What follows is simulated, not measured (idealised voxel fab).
Process module name: voxel self aligned vias
Pictured: cross-section cut, 250 nm wide, on a grid of 5 nm square cells.
Format of a cross-section: grid, square cells. Given as bands. Order: top down. Band: one or more rows of cells.
Read a band's entry like this: the first values are the height of its top and the height of its bottom in nm, and what follows is the sequence of materials from left to right, each with its width in nm. Note that "blank" is empty space, and that a single material marked "everywhere" reaches across the band from edge to edge.
Heads up on the height convention: 0 is the point under which the incoming wafer is all one material, and the lowest band has no bottom, it just keeps going down, like "0 -> down".
Read "30->40" as a graded width: first number on top, second number at the bottom, same change between each pair of neighbouring rows.
Reading "nothing altered" for a step: not a cell of the cross-section changed in it.
"Closed void catalog" lists enclosed empty spaces (at least 8 cells, no open path upward to the top), each as width x height at distance from the left edge, in nm.
Text after the settings on a step's line: the simulator's own remark on that step.
"overlay nm" answers the question of how far to the right of plan the mask lay on a step that has a mask, and when it is negative the answer is to the left.
Everything after this point is organized in pairs: a cross-section before one process step, a cross-section after it that shows only as deep as the lowest changed band, and, under the pair, the intervening step with its settings. Because different runs of this module on the same starting wafer can supply different pairs, a pair continues from the pair above it only if its entry headed "Before processing step" says so.
[Before processing step]
> 55 -> 50  80 nm TiN, then 25 nm blank, then 40 nm TiN, then 25 nm blank, then 80 nm TiN
> 50 -> 25  75 nm SiO2, then 5 nm TiN, then 25 nm blank, then 5 nm TiN, then 30 nm SiO2, then 5 nm TiN, then 25 nm blank, then 5 nm TiN, then 75 nm SiO2
> 25 -> 20  75 nm SiO2, then 35 nm TiN, then 30 nm SiO2, then 35 nm TiN, then 75 nm SiO2
> 20 -> 15  SiCN everywhere
> 15 -> 0  SiO2 everywhere
> 0 -> down  Si everywhere
> Closed void catalog: none
[Cross-Section After Step]
> 60 -> 55  Ru everywhere
> 55 -> 50  80 nm TiN, then 25 nm Ru, then 40 nm TiN, then 25 nm Ru, then 80 nm TiN
> 50 -> 25  75 nm SiO2, then 5 nm TiN, then 25 nm Ru, then 5 nm TiN, then 30 nm SiO2, then 5 nm TiN, then 25 nm Ru, then 5 nm TiN, then 75 nm SiO2
> Beneath the level 25, the cross-section is identical to its previous state.
> Closed void catalog: none
The structure shown above changes from one cross-section to the other through FILL_DEP,material Ru,thk nm 5
Before processing step: The cross-section prior to this step is the one presented after the step of the pair immediately above.
[Cross-Section After Step]
> 50 -> 25  75 nm SiO2, then 5 nm TiN, then 25 nm Ru, then 5 nm TiN, then 30 nm SiO2, then 5 nm TiN, then 25 nm Ru, then 5 nm TiN, then 75 nm SiO2
> Beneath the level 25, the cross-section is identical to its previous state.
> Closed void catalog: none
The structure shown above changes from one cross-section to the other through CMP,height nm 50
Before processing step: The cross-section prior to this step is the one presented after the step of the pair immediately above.
[Cross-Section After Step]
> 50 -> 45  75 nm SiO2, then 35 nm blank, then 30 nm SiO2, then 35 nm blank, then 75 nm SiO2
> Beneath the level 45, the cross-section is identical to its previous state.
> Closed void catalog: none
The structure shown above changes from one cross-section to the other through SELECTIVE_ETCH,etch materials W Ru TiN,depth nm 5
Before processing step: The cross-section prior to this step is the one presented after the step of the pair immediately above.
[Cross-Section After Step]
> 60 -> 50  SiN everywhere
> 50 -> 45  75 nm SiO2, then 35 nm SiN, then 30 nm SiO2, then 35 nm SiN, then 75 nm SiO2
> Beneath the level 45, the cross-section is identical to its previous state.
> Closed void catalog: none
The structure shown above changes from one cross-section to the other through FILL_DEP,material SiN,thk nm 10
Before processing step: The cross-section prior to this step is the one presented after the step of the pair immediately above.
[Cross-Section After Step]
> 50 -> 45  75 nm SiO2, then 35 nm SiN, then 30 nm SiO2, then 35 nm SiN, then 75 nm SiO2
> Beneath the level 45, the cross-section is identical to its previous state.
> Closed void catalog: none
The structure shown above changes from one cross-section to the other through CMP,height nm 50
Before processing step: The cross-section prior to this step is the one presented after the step of the pair immediately above.
[Cross-Section After Step]
> 65 -> 50  SiO2 everywhere
> Beneath the level 50, the cross-section is identical to its previous state.
> Closed void catalog: none
The structure shown above changes from one cross-section to the other through DIRECTIONAL_DEP,material SiO2,thk nm 15
Before processing step: The cross-section prior to this step is the one presented after the step of the pair immediately above.
[Cross-Section After Step]
> 65 -> 50  65 nm SiO2, then 50 nm blank, then 15 nm SiO2, then 50 nm blank, then 70 nm SiO2
> Beneath the level 50, the cross-section is identical to its previous state.
> Closed void catalog: none
The structure shown above changes from one cross-section to the other through MASKED_ETCH,tone open,mask id VIAS,width nm 50,pitch nm 65,etch materials SiO2,depth nm 15,overlay nm 0
Before processing step: The cross-section prior to this step is the one presented after the step of the pair immediately above.
[Cross-Section After Step]
> 65 -> 50  65 nm SiO2, then 50 nm blank, then 15 nm SiO2, then 50 nm blank, then 70 nm SiO2
> 50 -> 45  75 nm SiO2, then 35 nm blank, then 30 nm SiO2, then 35 nm blank, then 75 nm SiO2
> Beneath the level 45, the cross-section is identical to its previous state.
> Closed void catalog: none
The structure shown above changes from one cross-section to the other through MASKED_ETCH,tone open,mask id VIAS,width nm 50,pitch nm 65,etch materials SiN,depth nm 5,overlay nm 0
Before processing step: The cross-section prior to this step is the one presented after the step of the pair immediately above.
[Cross-Section After Step]
> 70 -> 65  70 nm TiN, then 40 nm blank, then 25 nm TiN, then 40 nm blank, then 75 nm TiN
> 65 -> 55  65 nm SiO2, then 5 nm TiN, then 40 nm blank, then 5 nm TiN, then 15 nm SiO2, then 5 nm TiN, then 40 nm blank, then 5 nm TiN, then 70 nm SiO2
> 55 -> 50  65 nm SiO2, then 15 nm TiN, then 25 nm blank, then 10 nm TiN, then 15 nm SiO2, then 15 nm TiN, then 25 nm blank, then 10 nm TiN, then 70 nm SiO2
> 50 -> 45  75 nm SiO2, then 35 nm TiN, then 30 nm SiO2, then 35 nm TiN, then 75 nm SiO2
> Beneath the level 45, the cross-section is identical to its previous state.
> Closed void catalog: none
The structure shown above changes from one cross-section to the other through CONFORMAL_DEP,material TiN,thk nm 5
Before processing step: The cross-section prior to this step is the one presented after the step of the pair immediately above.
[Cross-Section After Step]
> 80 -> 70  W everywhere
> 70 -> 65  70 nm TiN, then 40 nm W, then 25 nm TiN, then 40 nm W, then 75 nm TiN
> 65 -> 55  65 nm SiO2, then 5 nm TiN, then 40 nm W, then 5 nm TiN, then 15 nm SiO2, then 5 nm TiN, then 40 nm W, then 5 nm TiN, then 70 nm SiO2
> 55 -> 50  65 nm SiO2, then 15 nm TiN, then 25 nm W, then 10 nm TiN, then 15 nm SiO2, then 15 nm TiN, then 25 nm W, then 10 nm TiN, then 70 nm SiO2
> Beneath the level 50, the cross-section is identical to its previous state.
> Closed void catalog: none
The structure shown above changes from one cross-section to the other through FILL_DEP,material W,thk nm 10
Before processing step: The cross-section prior to this step is the one presented after the step of the pair immediately above.
[Cross-Section After Step]
> 65 -> 55  65 nm SiO2, then 5 nm TiN, then 40 nm W, then 5 nm TiN, then 15 nm SiO2, then 5 nm TiN, then 40 nm W, then 5 nm TiN, then 70 nm SiO2
> Beneath the level 55, the cross-section is identical to its previous state.
> Closed void catalog: none
The structure shown above changes from one cross-section to the other through CMP,height nm 65
Before processing step: The cross-section prior to this step is the one presented after the step of the pair immediately above.
[Cross-Section After Step]
> 70 -> 65  SiN everywhere
> Beneath the level 65, the cross-section is identical to its previous state.
> Closed void catalog: none
The structure shown above changes from one cross-section to the other through CONFORMAL_DEP,material SiN,thk nm 5
[Before processing step]
> 50 -> 20  SiO2 everywhere
> 20 -> 15  SiCN everywhere
> 15 -> 0  SiO2 everywhere
> 0 -> down  Si everywhere
> Closed void catalog: none
[Cross-Section After Step]
> 65 -> 50  65 nm resist, then 30 nm blank, then 35 nm resist, then 30 nm blank, then 90 nm resist
> Beneath the level 50, the cross-section is identical to its previous state.
> Closed void catalog: none
The structure shown above changes from one cross-section to the other through PATTERN,tone open,mask id LINES,material resist,width nm 30,pitch nm 65,thk nm 15,overlay nm -10
Before processing step: The cross-section prior to this step is the one presented after the step of the pair immediately above.
[Cross-Section After Step]
> 65 -> 50  65 nm resist, then 30 nm blank, then 35 nm resist, then 30 nm blank, then 90 nm resist
> 50 -> 20  65 nm SiO2, then 30 nm blank, then 35 nm SiO2, then 30 nm blank, then 90 nm SiO2
> Beneath the level 20, the cross-section is identical to its previous state.
> Closed void catalog: none
The structure shown above changes from one cross-section to the other through DIRECTIONAL_ETCH,etch materials SiO2,depth nm 30
Before processing step: The cross-section prior to this step is the one presented after the step of the pair immediately above.
[Cross-Section After Step]
> 50 -> 20  65 nm SiO2, then 30 nm blank, then 35 nm SiO2, then 30 nm blank, then 90 nm SiO2
> Beneath the level 20, the cross-section is identical to its previous state.
> Closed void catalog: none
The structure shown above changes from one cross-section to the other through STRIP,etch materials resist
Before processing step: The cross-section prior to this step is the one presented after the step of the pair immediately above.
[Cross-Section After Step]
> 55 -> 50  70 nm TiN, then 20 nm blank, then 45 nm TiN, then 20 nm blank, then 95 nm TiN
> 50 -> 25  65 nm SiO2, then 5 nm TiN, then 20 nm blank, then 5 nm TiN, then 35 nm SiO2, then 5 nm TiN, then 20 nm blank, then 5 nm TiN, then 90 nm SiO2
> 25 -> 20  65 nm SiO2, then 30 nm TiN, then 35 nm SiO2, then 30 nm TiN, then 90 nm SiO2
> Beneath the level 20, the cross-section is identical to its previous state.
> Closed void catalog: none
The structure shown above changes from one cross-section to the other through CONFORMAL_DEP,material TiN,thk nm 5
Before processing step: The cross-section prior to this step is the one presented after the step of the pair immediately above.
[Cross-Section After Step]
> 60 -> 55  Ru everywhere
> 55 -> 50  70 nm TiN, then 20 nm Ru, then 45 nm TiN, then 20 nm Ru, then 95 nm TiN
> 50 -> 25  65 nm SiO2, then 5 nm TiN, then 20 nm Ru, then 5 nm TiN, then 35 nm SiO2, then 5 nm TiN, then 20 nm Ru, then 5 nm TiN, then 90 nm SiO2
> Beneath the level 25, the cross-section is identical to its previous state.
> Closed void catalog: none
The structure shown above changes from one cross-section to the other through FILL_DEP,material Ru,thk nm 5
Before processing step: The cross-section prior to this step is the one presented after the step of the pair immediately above.
[Cross-Section After Step]
> 50 -> 25  65 nm SiO2, then 5 nm TiN, then 20 nm Ru, then 5 nm TiN, then 35 nm SiO2, then 5 nm TiN, then 20 nm Ru, then 5 nm TiN, then 90 nm SiO2
> Beneath the level 25, the cross-section is identical to its previous state.
> Closed void catalog: none
The structure shown above changes from one cross-section to the other through CMP,height nm 50
Before processing step: The cross-section prior to this step is the one presented after the step of the pair immediately above.
[Cross-Section After Step]
> 50 -> 45  65 nm SiO2, then 30 nm blank, then 35 nm SiO2, then 30 nm blank, then 90 nm SiO2
> Beneath the level 45, the cross-section is identical to its previous state.
> Closed void catalog: none
The structure shown above changes from one cross-section to the other through SELECTIVE_ETCH,etch materials W Ru TiN,depth nm 5
Before processing step: The cross-section prior to this step is the one presented after the step of the pair immediately above.
[Cross-Section After Step]
> 60 -> 50  SiN everywhere
> 50 -> 45  65 nm SiO2, then 30 nm SiN, then 35 nm SiO2, then 30 nm SiN, then 90 nm SiO2
> Beneath the level 45, the cross-section is identical to its previous state.
> Closed void catalog: none
The structure shown above changes from one cross-section to the other through FILL_DEP,material SiN,thk nm 10
Before processing step: The cross-section prior to this step is the one presented after the step of the pair immediately above.
[Cross-Section After Step]
> 50 -> 45  65 nm SiO2, then 30 nm SiN, then 35 nm SiO2, then 30 nm SiN, then 90 nm SiO2
> Beneath the level 45, the cross-section is identical to its previous state.
> Closed void catalog: none
The structure shown above changes from one cross-section to the other through CMP,height nm 50
Before processing step: The cross-section prior to this step is the one presented after the step of the pair immediately above.
[Cross-Section After Step]
> 65 -> 50  SiO2 everywhere
> Beneath the level 50, the cross-section is identical to its previous state.
> Closed void catalog: none
The structure shown above changes from one cross-section to the other through DIRECTIONAL_DEP,material SiO2,thk nm 15
Before processing step: The cross-section prior to this step is the one presented after the step of the pair immediately above.
[Cross-Section After Step]
> 65 -> 50  65 nm SiO2, then 50 nm blank, then 15 nm SiO2, then 50 nm blank, then 70 nm SiO2
> Beneath the level 50, the cross-section is identical to its previous state.
> Closed void catalog: none
The structure shown above changes from one cross-section to the other through MASKED_ETCH,tone open,mask id VIAS,width nm 50,pitch nm 65,etch materials SiO2,depth nm 15,overlay nm 0
Before processing step: The cross-section prior to this step is the one presented after the step of the pair immediately above.
[Cross-Section After Step]
> 65 -> 50  65 nm SiO2, then 50 nm blank, then 15 nm SiO2, then 50 nm blank, then 70 nm SiO2
> 50 -> 45  65 nm SiO2, then 30 nm blank, then 35 nm SiO2, then 30 nm blank, then 90 nm SiO2
> Beneath the level 45, the cross-section is identical to its previous state.
> Closed void catalog: none
The structure shown above changes from one cross-section to the other through MASKED_ETCH,tone open,mask id VIAS,width nm 50,pitch nm 65,etch materials SiN,depth nm 5,overlay nm 0
Before processing step: The cross-section prior to this step is the one presented after the step of the pair immediately above.
[Cross-Section After Step]
> 70 -> 65  70 nm TiN, then 40 nm blank, then 25 nm TiN, then 40 nm blank, then 75 nm TiN
> 65 -> 55  65 nm SiO2, then 5 nm TiN, then 40 nm blank, then 5 nm TiN, then 15 nm SiO2, then 5 nm TiN, then 40 nm blank, then 5 nm TiN, then 70 nm SiO2
> 55 -> 50  65 nm SiO2, then 5 nm TiN, then 20 nm blank, then 25 nm TiN, then 15 nm SiO2, then 5 nm TiN, then 20 nm blank, then 25 nm TiN, then 70 nm SiO2
> 50 -> 45  65 nm SiO2, then 30 nm TiN, then 35 nm SiO2, then 30 nm TiN, then 90 nm SiO2
> Beneath the level 45, the cross-section is identical to its previous state.
> Closed void catalog: none
The structure shown above changes from one cross-section to the other through CONFORMAL_DEP,material TiN,thk nm 5
Before processing step: The cross-section prior to this step is the one presented after the step of the pair immediately above.
[Cross-Section After Step]
> 80 -> 70  W everywhere
> 70 -> 65  70 nm TiN, then 40 nm W, then 25 nm TiN, then 40 nm W, then 75 nm TiN
> 65 -> 55  65 nm SiO2, then 5 nm TiN, then 40 nm W, then 5 nm TiN, then 15 nm SiO2, then 5 nm TiN, then 40 nm W, then 5 nm TiN, then 70 nm SiO2
> 55 -> 50  65 nm SiO2, then 5 nm TiN, then 20 nm W, then 25 nm TiN, then 15 nm SiO2, then 5 nm TiN, then 20 nm W, then 25 nm TiN, then 70 nm SiO2
> Beneath the level 50, the cross-section is identical to its previous state.
> Closed void catalog: none
The structure shown above changes from one cross-section to the other through FILL_DEP,material W,thk nm 10
Before processing step: The cross-section prior to this step is the one presented after the step of the pair immediately above.
[Cross-Section After Step]
> 65 -> 55  65 nm SiO2, then 5 nm TiN, then 40 nm W, then 5 nm TiN, then 15 nm SiO2, then 5 nm TiN, then 40 nm W, then 5 nm TiN, then 70 nm SiO2
> Beneath the level 55, the cross-section is identical to its previous state.
> Closed void catalog: none
The structure shown above changes from one cross-section to the other through CMP,height nm 65
Before processing step: The cross-section prior to this step is the one presented after the step of the pair immediately above.
[Cross-Section After Step]
> 70 -> 65  SiN everywhere
> Beneath the level 65, the cross-section is identical to its previous state.
> Closed void catalog: none
The structure shown above changes from one cross-section to the other through CONFORMAL_DEP,material SiN,thk nm 5
[Before processing step]
> 50 -> 45  75 nm SiO2, then 30 nm blank, then 35 nm SiO2, then 30 nm blank, then 80 nm SiO2
> 45 -> 25  75 nm SiO2, then 5 nm TiN, then 20 nm Ru, then 5 nm TiN, then 35 nm SiO2, then 5 nm TiN, then 20 nm Ru, then 5 nm TiN, then 80 nm SiO2
> 25 -> 20  75 nm SiO2, then 30 nm TiN, then 35 nm SiO2, then 30 nm TiN, then 80 nm SiO2
> 20 -> 15  SiCN everywhere
> 15 -> 0  SiO2 everywhere
> 0 -> down  Si everywhere
> Closed void catalog: none
[Cross-Section After Step]
> 60 -> 45  SiO2 everywhere
> Beneath the level 45, the cross-section is identical to its previous state.
> Closed void catalog: none
The structure shown above changes from one cross-section to the other through FILL_DEP,material SiO2,thk nm 10
Before processing step: The cross-section prior to this step is the one presented after the step of the pair immediately above.
[Cross-Section After Step]
> 50 -> 45  SiO2 everywhere
> Beneath the level 45, the cross-section is identical to its previous state.
> Closed void catalog: none
The structure shown above changes from one cross-section to the other through CMP,height nm 50
Before processing step: The cross-section prior to this step is the one presented after the step of the pair immediately above.
[Cross-Section After Step]
> 65 -> 45  SiO2 everywhere
> Beneath the level 45, the cross-section is identical to its previous state.
> Closed void catalog: none
The structure shown above changes from one cross-section to the other through DIRECTIONAL_DEP,material SiO2,thk nm 15
Before processing step: The cross-section prior to this step is the one presented after the step of the pair immediately above.
[Cross-Section After Step]
> 65 -> 50  65 nm SiO2, then 50 nm blank, then 15 nm SiO2, then 50 nm blank, then 70 nm SiO2
> Beneath the level 50, the cross-section is identical to its previous state.
> Closed void catalog: none
The structure shown above changes from one cross-section to the other through MASKED_ETCH,tone open,mask id VIAS,width nm 50,pitch nm 65,etch materials SiO2,depth nm 15,overlay nm 0
Before processing step: The cross-section prior to this step is the one presented after the step of the pair immediately above.
[Cross-Section After Step]
> 70 -> 65  70 nm TiN, then 40 nm blank, then 25 nm TiN, then 40 nm blank, then 75 nm TiN
> 65 -> 55  65 nm SiO2, then 5 nm TiN, then 40 nm blank, then 5 nm TiN, then 15 nm SiO2, then 5 nm TiN, then 40 nm blank, then 5 nm TiN, then 70 nm SiO2
> 55 -> 50  65 nm SiO2, then 50 nm TiN, then 15 nm SiO2, then 50 nm TiN, then 70 nm SiO2
> Beneath the level 50, the cross-section is identical to its previous state.
> Closed void catalog: none
The structure shown above changes from one cross-section to the other through CONFORMAL_DEP,material TiN,thk nm 5
Before processing step: The cross-section prior to this step is the one presented after the step of the pair immediately above.
[Cross-Section After Step]
> 80 -> 70  W everywhere
> 70 -> 65  70 nm TiN, then 40 nm W, then 25 nm TiN, then 40 nm W, then 75 nm TiN
> 65 -> 55  65 nm SiO2, then 5 nm TiN, then 40 nm W, then 5 nm TiN, then 15 nm SiO2, then 5 nm TiN, then 40 nm W, then 5 nm TiN, then 70 nm SiO2
> Beneath the level 55, the cross-section is identical to its previous state.
> Closed void catalog: none
The structure shown above changes from one cross-section to the other through FILL_DEP,material W,thk nm 10
Before processing step: The cross-section prior to this step is the one presented after the step of the pair immediately above.
[Cross-Section After Step]
> 65 -> 55  65 nm SiO2, then 5 nm TiN, then 40 nm W, then 5 nm TiN, then 15 nm SiO2, then 5 nm TiN, then 40 nm W, then 5 nm TiN, then 70 nm SiO2
> Beneath the level 55, the cross-section is identical to its previous state.
> Closed void catalog: none
The structure shown above changes from one cross-section to the other through CMP,height nm 65
Before processing step: The cross-section prior to this step is the one presented after the step of the pair immediately above.
[Cross-Section After Step]
> 70 -> 65  SiN everywhere
> Beneath the level 65, the cross-section is identical to its previous state.
> Closed void catalog: none
The structure shown above changes from one cross-section to the other through CONFORMAL_DEP,material SiN,thk nm 5
[Before processing step]
> 50 -> 20  SiO2 everywhere
> 20 -> 15  SiCN everywhere
> 15 -> 0  SiO2 everywhere
> 0 -> down  Si everywhere
> Closed void catalog: none
[Cross-Section After Step]
> 65 -> 50  75 nm blank, then 30 nm resist, then 35 nm blank, then 30 nm resist, then 80 nm blank
> Beneath the level 50, the cross-section is identical to its previous state.
> Closed void catalog: none
The structure shown above changes from one cross-section to the other through PATTERN,tone cover,mask id LINES,material resist,width nm 30,pitch nm 65,thk nm 15,overlay nm 0
Before processing step: The cross-section prior to this step is the one presented after the step of the pair immediately above.
[Cross-Section After Step]
> 65 -> 50  75 nm blank, then 30 nm resist, then 35 nm blank, then 30 nm resist, then 80 nm blank
> 50 -> 20  75 nm blank, then 30 nm SiO2, then 35 nm blank, then 30 nm SiO2, then 80 nm blank
> Beneath the level 20, the cross-section is identical to its previous state.
> Closed void catalog: none
The structure shown above changes from one cross-section to the other through DIRECTIONAL_ETCH,etch materials SiO2,depth nm 30
Before processing step: The cross-section prior to this step is the one presented after the step of the pair immediately above.
[Cross-Section After Step]
> 50 -> 20  75 nm blank, then 30 nm SiO2, then 35 nm blank, then 30 nm SiO2, then 80 nm blank
> Beneath the level 20, the cross-section is identical to its previous state.
> Closed void catalog: none
The structure shown above changes from one cross-section to the other through STRIP,etch materials resist
Before processing step: The cross-section prior to this step is the one presented after the step of the pair immediately above.
[Cross-Section After Step]
> 55 -> 50  70 nm blank, then 40 nm TiN, then 25 nm blank, then 40 nm TiN, then 75 nm blank
> 50 -> 25  70 nm blank, then 5 nm TiN, then 30 nm SiO2, then 5 nm TiN, then 25 nm blank, then 5 nm TiN, then 30 nm SiO2, then 5 nm TiN, then 75 nm blank
> 25 -> 20  75 nm TiN, then 30 nm SiO2, then 35 nm TiN, then 30 nm SiO2, then 80 nm TiN
> Beneath the level 20, the cross-section is identical to its previous state.
> Closed void catalog: none
The structure shown above changes from one cross-section to the other through CONFORMAL_DEP,material TiN,thk nm 5
Before processing step: The cross-section prior to this step is the one presented after the step of the pair immediately above.
[Cross-Section After Step]
> 60 -> 55  Ru everywhere
> 55 -> 50  70 nm Ru, then 40 nm TiN, then 25 nm Ru, then 40 nm TiN, then 75 nm Ru
> 50 -> 25  70 nm Ru, then 5 nm TiN, then 30 nm SiO2, then 5 nm TiN, then 25 nm Ru, then 5 nm TiN, then 30 nm SiO2, then 5 nm TiN, then 75 nm Ru
> Beneath the level 25, the cross-section is identical to its previous state.
> Closed void catalog: none
The structure shown above changes from one cross-section to the other through FILL_DEP,material Ru,thk nm 5
Before processing step: The cross-section prior to this step is the one presented after the step of the pair immediately above.
[Cross-Section After Step]
> 50 -> 25  70 nm Ru, then 5 nm TiN, then 30 nm SiO2, then 5 nm TiN, then 25 nm Ru, then 5 nm TiN, then 30 nm SiO2, then 5 nm TiN, then 75 nm Ru
> Beneath the level 25, the cross-section is identical to its previous state.
> Closed void catalog: none
The structure shown above changes from one cross-section to the other through CMP,height nm 50
Before processing step: The cross-section prior to this step is the one presented after the step of the pair immediately above.
[Cross-Section After Step]
> 50 -> 45  75 nm blank, then 30 nm SiO2, then 35 nm blank, then 30 nm SiO2, then 80 nm blank
> Beneath the level 45, the cross-section is identical to its previous state.
> Closed void catalog: none
The structure shown above changes from one cross-section to the other through SELECTIVE_ETCH,etch materials W Ru TiN,depth nm 5
Before processing step: The cross-section prior to this step is the one presented after the step of the pair immediately above.
[Cross-Section After Step]
> 60 -> 50  SiN everywhere
> 50 -> 45  75 nm SiN, then 30 nm SiO2, then 35 nm SiN, then 30 nm SiO2, then 80 nm SiN
> Beneath the level 45, the cross-section is identical to its previous state.
> Closed void catalog: none
The structure shown above changes from one cross-section to the other through FILL_DEP,material SiN,thk nm 10
Before processing step: The cross-section prior to this step is the one presented after the step of the pair immediately above.
[Cross-Section After Step]
> 50 -> 45  75 nm SiN, then 30 nm SiO2, then 35 nm SiN, then 30 nm SiO2, then 80 nm SiN
> Beneath the level 45, the cross-section is identical to its previous state.
> Closed void catalog: none
The structure shown above changes from one cross-section to the other through CMP,height nm 50
Before processing step: The cross-section prior to this step is the one presented after the step of the pair immediately above.
[Cross-Section After Step]
> 65 -> 50  SiO2 everywhere
> Beneath the level 50, the cross-section is identical to its previous state.
> Closed void catalog: none
The structure shown above changes from one cross-section to the other through DIRECTIONAL_DEP,material SiO2,thk nm 15
Before processing step: The cross-section prior to this step is the one presented after the step of the pair immediately above.
[Cross-Section After Step]
> 65 -> 50  65 nm SiO2, then 50 nm blank, then 15 nm SiO2, then 50 nm blank, then 70 nm SiO2
> Beneath the level 50, the cross-section is identical to its previous state.
> Closed void catalog: none
The structure shown above changes from one cross-section to the other through MASKED_ETCH,tone open,mask id VIAS,width nm 50,pitch nm 65,etch materials SiO2,depth nm 15,overlay nm 0
Before processing step: The cross-section prior to this step is the one presented after the step of the pair immediately above.
[Cross-Section After Step]
> 65 -> 50  65 nm SiO2, then 50 nm blank, then 15 nm SiO2, then 50 nm blank, then 70 nm SiO2
> 50 -> 45  65 nm SiN, then 10 nm blank, then 30 nm SiO2, then 10 nm blank, then 15 nm SiN, then 10 nm blank, then 30 nm SiO2, then 10 nm blank, then 70 nm SiN
> Beneath the level 45, the cross-section is identical to its previous state.
> Closed void catalog: none
The structure shown above changes from one cross-section to the other through MASKED_ETCH,tone open,mask id VIAS,width nm 50,pitch nm 65,etch materials SiN,depth nm 5,overlay nm 0
Before processing step: The cross-section prior to this step is the one presented after the step of the pair immediately above.
[Cross-Section After Step]
> 70 -> 65  70 nm TiN, then 40 nm blank, then 25 nm TiN, then 40 nm blank, then 75 nm TiN
> 65 -> 55  65 nm SiO2, then 5 nm TiN, then 40 nm blank, then 5 nm TiN, then 15 nm SiO2, then 5 nm TiN, then 40 nm blank, then 5 nm TiN, then 70 nm SiO2
> 55 -> 50  65 nm SiO2, then 50 nm TiN, then 15 nm SiO2, then 50 nm TiN, then 70 nm SiO2
> 50 -> 45  65 nm SiN, then 10 nm TiN, then 30 nm SiO2, then 10 nm TiN, then 15 nm SiN, then 10 nm TiN, then 30 nm SiO2, then 10 nm TiN, then 70 nm SiN
> Beneath the level 45, the cross-section is identical to its previous state.
> Closed void catalog: none
The structure shown above changes from one cross-section to the other through CONFORMAL_DEP,material TiN,thk nm 5
Before processing step: The cross-section prior to this step is the one presented after the step of the pair immediately above.
[Cross-Section After Step]
> 80 -> 70  W everywhere
> 70 -> 65  70 nm TiN, then 40 nm W, then 25 nm TiN, then 40 nm W, then 75 nm TiN
> 65 -> 55  65 nm SiO2, then 5 nm TiN, then 40 nm W, then 5 nm TiN, then 15 nm SiO2, then 5 nm TiN, then 40 nm W, then 5 nm TiN, then 70 nm SiO2
> Beneath the level 55, the cross-section is identical to its previous state.
> Closed void catalog: none
The structure shown above changes from one cross-section to the other through FILL_DEP,material W,thk nm 10
Before processing step: The cross-section prior to this step is the one presented after the step of the pair immediately above.
[Cross-Section After Step]
> 65 -> 55  65 nm SiO2, then 5 nm TiN, then 40 nm W, then 5 nm TiN, then 15 nm SiO2, then 5 nm TiN, then 40 nm W, then 5 nm TiN, then 70 nm SiO2
> Beneath the level 55, the cross-section is identical to its previous state.
> Closed void catalog: none
The structure shown above changes from one cross-section to the other through CMP,height nm 65
Before processing step: The cross-section prior to this step is the one presented after the step of the pair immediately above.
[Cross-Section After Step]
> 70 -> 65  SiN everywhere
> Beneath the level 65, the cross-section is identical to its previous state.
> Closed void catalog: none
The structure shown above changes from one cross-section to the other through CONFORMAL_DEP,material SiN,thk nm 5
